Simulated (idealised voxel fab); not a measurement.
Name of the process module below: voxel self aligned vias
The cross-section on display is named cut; it measures 225 nm wide, and its cells are 5 nm squares.
Each cross-section below is a grid of square cells, stated as bands in top-down order, with one or more rows of cells making up each band. In this notation a band is specified by the heights of its top and bottom, in that order and in nm, after which its materials appear from left to right, each paired with its width in nm. The word "edge to edge" attached to a single material means that material fills the band from edge to edge; the word "empty" stands for empty space. Ref level 0: as-received wafer is one material below here. Bottom band extends down with no lower bound ("0..down"). The width entry "30->40" should be interpreted row by row: the top row of cells in the band takes the first number, the bottom row takes the second number, and the change between adjacent rows is uniform throughout. No cell of the cross-section changed in a step that is given as "no alteration". What "Sealed cavities" gives you is every empty space of 8 cells or more that is cut off from the top. Each appears as width x height at distance, with the distance taken from the left edge and width, height and distance all in nm. Note: text after step settings on the step line = simulator remark on that step. overlay nm, on a step with a mask: how far to the right of its planned place the mask lay; to the left if negative.

-- Steps in the process plan
step 1: op RECEIVE | material Si
step 2: op CONFORMAL_DEP | material SiO2 | thk nm 15
step 3: op CONFORMAL_DEP | material SiCN | thk nm 5
step 4: op DIRECTIONAL_DEP | material SiO2 | thk nm 20
step 5: op DIRECTIONAL_DEP | material aC | thk nm 15
step 6: op PATTERN | tone open | mask id LINES | material resist | width nm 20 | pitch nm 50 | thk nm 35 | overlay nm 0
step 7: op DIRECTIONAL_ETCH | etch materials aC | depth nm 15
step 8: op STRIP | etch materials resist
step 9: op DIRECTIONAL_ETCH | etch materials SiO2 | depth nm 20
step 10: op STRIP | etch materials aC
step 11: op CONFORMAL_DEP | material TiN | thk nm 5
step 12: op FILL_DEP | material W | thk nm 5
step 13: op CMP | height nm 40
step 14: op SELECTIVE_ETCH | etch materials W Ru TiN | depth nm 5
step 15: op FILL_DEP | material SiN | thk nm 5
step 16: op CMP | height nm 40
step 17: op DIRECTIONAL_DEP | material SiO2 | thk nm 15
step 18: op DIRECTIONAL_DEP | material aC | thk nm 15
step 19: op PATTERN | tone open | mask id VIAS | material resist | width nm 30 | pitch nm 50 | thk nm 30 | overlay nm 0
step 20: op DIRECTIONAL_ETCH | etch materials aC | depth nm 15
step 21: op STRIP | etch materials resist
step 22: op DIRECTIONAL_ETCH | etch materials SiO2 | depth nm 15
step 23: op DIRECTIONAL_ETCH | etch materials SiN | depth nm 5
step 24: op STRIP | etch materials aC
step 25: op CONFORMAL_DEP | material TiN | thk nm 5
step 26: op FILL_DEP | material Cu | thk nm 10
step 27: op CMP | height nm 55
step 28: op CONFORMAL_DEP | material SiCN | thk nm 5

-- As received (post step 1): cross-section
  0..down: Si edge to edge
  Sealed cavities: none

-- Module complete - cross-section of the first of two wafers, run according to plan
  60..55: SiCN edge to edge
  55..45: 70 of SiO2, then 5 of TiN, then 20 of Cu, then 5 of TiN, then 20 of SiO2, then 5 of TiN, then 20 of Cu, then 5 of TiN, then 75 of SiO2
  45..40: 70 of SiO2, then 10 of TiN, then 10 of Cu, then 10 of TiN, then 20 of SiO2, then 10 of TiN, then 10 of Cu, then 10 of TiN, then 75 of SiO2
  40..35: 75 of SiO2, then 20 of TiN, then 30 of SiO2, then 20 of TiN, then 80 of SiO2
  35..25: 75 of SiO2, then 5 of TiN, then 10 of W, then 5 of TiN, then 30 of SiO2, then 5 of TiN, then 10 of W, then 5 of TiN, then 80 of SiO2
  25..20: 75 of SiO2, then 20 of TiN, then 30 of SiO2, then 20 of TiN, then 80 of SiO2
  20..15: SiCN edge to edge
  15..0: SiO2 edge to edge
  0..down: Si edge to edge
  Sealed cavities: none

-- Cross-sectional image of the second wafer of the two following completion of the module. Starting state and process plan were the same as for the first wafer; one execution error occurred
  60..55: SiCN edge to edge
  55..45: 70 of SiO2, then 5 of TiN, then 20 of Cu, then 5 of TiN, then 20 of SiO2, then 5 of TiN, then 20 of Cu, then 5 of TiN, then 75 of SiO2
  45..40: 70 of SiO2, then 30 of TiN, then 20 of SiO2, then 30 of TiN, then 75 of SiO2
  40..35: SiCN edge to edge
  35..0: SiO2 edge to edge
  0..down: Si edge to edge
  Sealed cavities: none
Here's what went sideways: the executed order of steps 3 and 4 is the reverse of that specified in the plan, each step having taken the other's position
Upon completion, the second wafer contains, in terms of cells, a greater or smaller amount of certain materials than the first wafer: 4 fewer of Cu, 32 more of SiO2, 20 fewer of TiN, 8 fewer of W
